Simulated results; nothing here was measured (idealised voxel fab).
Proc. module: voxel transistor to metal
The figure presents cross-section cut, which has a width of 300 nm and is divided into square cells with an edge length of 5 nm.
A cross-section is a grid of square cells, given in bands from the top down. A band is one or more rows of cells. Within each band entry, the heights of the top and of the bottom of the band appear first, in that order and in nm; the materials of the band then follow from left to right, each with its corresponding width in nm. The designation "everywhere" on a single material indicates that it fills the band from edge to edge; the designation "air" indicates empty space. We count height from 0. Below that, the starting wafer is all one material. The lowest band never ends at the bottom but goes on down; see "0 nm and below" for how that is written. The expression "30->40" gives the width at the extremes of the band, the first number at its top row of cells and the second at its bottom row, with the width changing by equal amounts from each row to the next in between. Given "left unchanged" for a step, no cell of the cross-section differs between before and after that step. Voids not open to the top, 8 cells minimum: see "Fully enclosed voids". Written width x height at distance; distance is from the left edge; nm. What comes after the settings on a step's line is commentary from the simulator itself on that step. On any step carrying a mask, the "overlay nm" setting, if present on the step's line, tells how far right of its planned place the mask lay; negative values point to the left.
-- Steps in the process plan
1. RECEIVE, material Si
2. CONFORMAL_DEP, material SiO2, thk nm 5
3. CONFORMAL_DEP, material SiN, thk nm 15
4. MASKED_ETCH, tone cover, mask id ACTIVE, width nm 115, pitch nm 140, etch materials SiN, depth nm 15, overlay nm 0
5. MASKED_ETCH, tone cover, mask id ACTIVE, width nm 115, pitch nm 140, etch materials SiO2, depth nm 5, overlay nm 0
6. MASKED_ETCH, tone cover, mask id ACTIVE, width nm 115, pitch nm 140, etch materials Si, depth nm 25, overlay nm 0
7. FILL_DEP, material SiO2, thk nm 5
8. CMP, height nm 20
9. SELECTIVE_ETCH, etch materials SiO2, depth nm 15
10. STRIP, etch materials SiN
11. SELECTIVE_ETCH, etch materials SiO2, depth nm 5
12. OXIDIZE, depth nm 5
13. DIRECTIONAL_DEP, material polySi, thk nm 25
14. DIRECTIONAL_DEP, material SiCN, thk nm 15
15. DIRECTIONAL_DEP, material aC, thk nm 15
16. PATTERN, tone cover, mask id GATE, material resist, width nm 35, pitch nm 140, thk nm 30, overlay nm 0
17. DIRECTIONAL_ETCH, etch materials aC, depth nm 15
18. STRIP, etch materials resist
19. DIRECTIONAL_ETCH, etch materials SiCN, depth nm 25
20. DIRECTIONAL_ETCH, etch materials polySi, depth nm 35
21. STRIP, etch materials aC
22. CONFORMAL_DEP, material SiO2, thk nm 5
23. DIRECTIONAL_ETCH, etch materials SiO2, depth nm 5
24. CONFORMAL_DEP, material SiN, thk nm 10
25. DIRECTIONAL_ETCH, etch materials SiN, depth nm 10
26. DIRECTIONAL_ETCH, etch materials SiO2, depth nm 5
27. EPI, material nSi, thk nm 5
28. FILL_DEP, material SiO2, thk nm 10
29. CMP, height nm 25
30. STRIP, etch materials polySi
31. SELECTIVE_ETCH, etch materials SiO2, depth nm 5
32. CONFORMAL_DEP, material HfO2, thk nm 5
33. CONFORMAL_DEP, material TiN, thk nm 5
34. FILL_DEP, material W, thk nm 5
35. CMP, height nm 20
36. DIRECTIONAL_DEP, material SiO2, thk nm 15
37. DIRECTIONAL_DEP, material aC, thk nm 10
38. PATTERN, tone open, mask id CONTACT, material resist, width nm 15, thk nm 25, overlay nm 0
39. DIRECTIONAL_ETCH, etch materials aC, depth nm 10
40. STRIP, etch materials resist
41. DIRECTIONAL_ETCH, etch materials SiO2, depth nm 35
42. STRIP, etch materials aC
43. CONFORMAL_DEP, material TiN, thk nm 5
44. FILL_DEP, material W, thk nm 5
45. CMP, height nm 35
46. DIRECTIONAL_DEP, material TiN, thk nm 5
47. DIRECTIONAL_DEP, material W, thk nm 25
48. DIRECTIONAL_DEP, material aC, thk nm 15
49. PATTERN, tone cover, mask id METAL_1, material resist, width nm 15, thk nm 35, overlay nm 0
50. DIRECTIONAL_ETCH, etch materials aC, depth nm 15
51. STRIP, etch materials resist
52. DIRECTIONAL_ETCH, etch materials W, depth nm 25
53. DIRECTIONAL_ETCH, etch materials TiN, depth nm 5
54. STRIP, etch materials aC
55. FILL_DEP, material SiO2, thk nm 10
56. CMP, height nm 65
57. CONFORMAL_DEP, material SiN, thk nm 5
-- Cross-section: wafer on arrival = after step 1
0 nm and below  Si everywhere
Fully enclosed voids: none
-- End-of-module XS, first of two wafers, run as planned
70 nm to 65 nm  SiN everywhere
65 nm to 40 nm  30 nm SiO2  15 nm W  65 nm SiO2  15 nm W  45 nm SiO2  15 nm W  65 nm SiO2  15 nm W  35 nm SiO2
40 nm to 35 nm  30 nm SiO2  15 nm TiN  65 nm SiO2  15 nm TiN  45 nm SiO2  15 nm TiN  65 nm SiO2  15 nm TiN  35 nm SiO2
35 nm to 20 nm  30 nm SiO2  5 nm TiN  5 nm W  5 nm TiN  65 nm SiO2  5 nm TiN  5 nm W  5 nm TiN  45 nm SiO2  5 nm TiN  5 nm W  5 nm TiN  65 nm SiO2  5 nm TiN  5 nm W  5 nm TiN  35 nm SiO2
20 nm to 5 nm  30 nm SiO2  5 nm TiN  5 nm W  5 nm TiN  10 nm SiN  5 nm HfO2  5 nm TiN  25 nm W  5 nm TiN  5 nm HfO2  10 nm SiN  5 nm TiN  5 nm W  5 nm TiN  45 nm SiO2  5 nm TiN  5 nm W  5 nm TiN  10 nm SiN  5 nm HfO2  5 nm TiN  25 nm W  5 nm TiN  5 nm HfO2  10 nm SiN  5 nm TiN  5 nm W  5 nm TiN  35 nm SiO2
5 nm to 0 nm  30 nm SiO2  15 nm TiN  10 nm SiN  5 nm HfO2  35 nm TiN  5 nm HfO2  10 nm SiN  15 nm TiN  45 nm SiO2  15 nm TiN  10 nm SiN  5 nm HfO2  35 nm TiN  5 nm HfO2  10 nm SiN  15 nm TiN  35 nm SiO2
0 nm to -5 nm  15 nm SiO2  30 nm nSi  10 nm SiO2  45 nm HfO2  10 nm SiO2  30 nm nSi  15 nm SiO2  30 nm nSi  10 nm SiO2  45 nm HfO2  10 nm SiO2  30 nm nSi  20 nm SiO2
-5 nm to -25 nm  20 nm SiO2  115 nm Si  25 nm SiO2  115 nm Si  25 nm SiO2
-25 nm and below  Si everywhere
Fully enclosed voids: none
-- So this is wafer number two of the two, cut at the end of the module - it started where the first did and had the same plan, we just got one thing wrong running it
70 nm to 65 nm  SiN everywhere
65 nm to 40 nm  30 nm SiO2  20 nm W  60 nm SiO2  20 nm W  40 nm SiO2  20 nm W  60 nm SiO2  20 nm W  30 nm SiO2
40 nm to 35 nm  30 nm SiO2  20 nm TiN  60 nm SiO2  20 nm TiN  40 nm SiO2  20 nm TiN  60 nm SiO2  20 nm TiN  30 nm SiO2
35 nm to 20 nm  30 nm SiO2  5 nm TiN  5 nm W  5 nm TiN  65 nm SiO2  5 nm TiN  5 nm W  5 nm TiN  45 nm SiO2  5 nm TiN  5 nm W  5 nm TiN  65 nm SiO2  5 nm TiN  5 nm W  5 nm TiN  35 nm SiO2
20 nm to 5 nm  30 nm SiO2  5 nm TiN  5 nm W  5 nm TiN  10 nm SiN  5 nm HfO2  5 nm TiN  25 nm W  5 nm TiN  5 nm HfO2  10 nm SiN  5 nm TiN  5 nm W  5 nm TiN  45 nm SiO2  5 nm TiN  5 nm W  5 nm TiN  10 nm SiN  5 nm HfO2  5 nm TiN  25 nm W  5 nm TiN  5 nm HfO2  10 nm SiN  5 nm TiN  5 nm W  5 nm TiN  35 nm SiO2
5 nm to 0 nm  30 nm SiO2  15 nm TiN  10 nm SiN  5 nm HfO2  35 nm TiN  5 nm HfO2  10 nm SiN  15 nm TiN  45 nm SiO2  15 nm TiN  10 nm SiN  5 nm HfO2  35 nm TiN  5 nm HfO2  10 nm SiN  15 nm TiN  35 nm SiO2
0 nm to -5 nm  15 nm SiO2  30 nm nSi  10 nm SiO2  45 nm HfO2  10 nm SiO2  30 nm nSi  15 nm SiO2  30 nm nSi  10 nm SiO2  45 nm HfO2  10 nm SiO2  30 nm nSi  20 nm SiO2
-5 nm to -25 nm  20 nm SiO2  115 nm Si  25 nm SiO2  115 nm Si  25 nm SiO2
-25 nm and below  Si everywhere
Fully enclosed voids: none
Want to know what went wrong? step 49 was processed under conditions differing from the plan, specifically as PATTERN, tone cover, mask id METAL_1, material resist, width nm 20, thk nm 35, overlay nm 0
Cell-count delta at end, second wafer over first, by material: -24 SiO2; +4 TiN; +20 W
